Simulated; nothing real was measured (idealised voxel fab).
process module | voxel trench capacitor
For reference, the cross-section in this document is cut, with width 240 nm and square cells of 5 nm.
Reading order for cross-sections: top band down to bottom band. Underlying form: a grid of square cells. Band size: one or more rows of cells. Band: top height; bottom height; in nm. Then, left to right: material with width in nm, for each material. "throughout": a single material spanning edge to edge. "blank": empty space. Heights are reckoned from 0. Under this level, the received wafer is all of one material. The bottommost band is open-ended downward, for example "z 0 and below". A width given as "30..40" starts at the first number in the band's top row and ends at the second number in its bottom row, shifting by an equal amount at every step from row to row. Step note "nothing different" = no cross-section cell changed. "Trapped cavities" contains a list of empty spaces, each no smaller than 8 cells and without an open way to the top, written in the form width x height at distance with the distance from the left edge and all three in nm. On each step's line, the part that comes after the settings is the simulator's own comment on the step. overlay nm, on a step with a mask: how far to the right of its planned place the mask lay; to the left if negative.
The process steps that were planned are listed below
1) RECEIVE [material Si]
2) CONFORMAL_DEP [material SiN] [thk nm 5]
3) PATTERN [tone open] [mask id TRENCH] [material resist] [width nm 25] [pitch nm 40] [thk nm 15] [overlay nm -15]
4) DIRECTIONAL_ETCH [etch materials SiN] [depth nm 5]
5) DIRECTIONAL_ETCH [etch materials Si] [depth nm 40]
6) STRIP [etch materials resist]
7) CONFORMAL_DEP [material Al2O3] [thk nm 5]
8) CONFORMAL_DEP [material TiN] [thk nm 5]
9) FILL_DEP [material W] [thk nm 5]
10) CMP [height nm 5]
It is noted that the wafers described herein are identical at the outset and are distinguished by the overlay nm of step 3; the value stated in the plan corresponds to the first wafer.
So this is the first of several wafers, cross-sectioned as it came to us, meaning it's at the end of step 1
    z 0 and below  Si throughout
    Trapped cavities: none
Row per wafer, end-of-module: cell gain (+)/loss (-) by material since the wafer came in, then closed voids
overlay nm -15 | +84 Al2O3 | -160 Si | +28 SiN | +68 TiN | +28 W | Trapped cavities: none
overlay nm -10 | +84 Al2O3 | -160 Si | +28 SiN | +68 TiN | +28 W | Trapped cavities: none
overlay nm -5 | +84 Al2O3 | -160 Si | +28 SiN | +68 TiN | +28 W | Trapped cavities: none
overlay nm 0 | +84 Al2O3 | -160 Si | +28 SiN | +68 TiN | +28 W | Trapped cavities: none
overlay nm 5 | +84 Al2O3 | -160 Si | +28 SiN | +68 TiN | +28 W | Trapped cavities: none
overlay nm 10 | +84 Al2O3 | -160 Si | +28 SiN | +68 TiN | +28 W | Trapped cavities: none
overlay nm 15 | +84 Al2O3 | -160 Si | +28 SiN | +68 TiN | +28 W | Trapped cavities: none
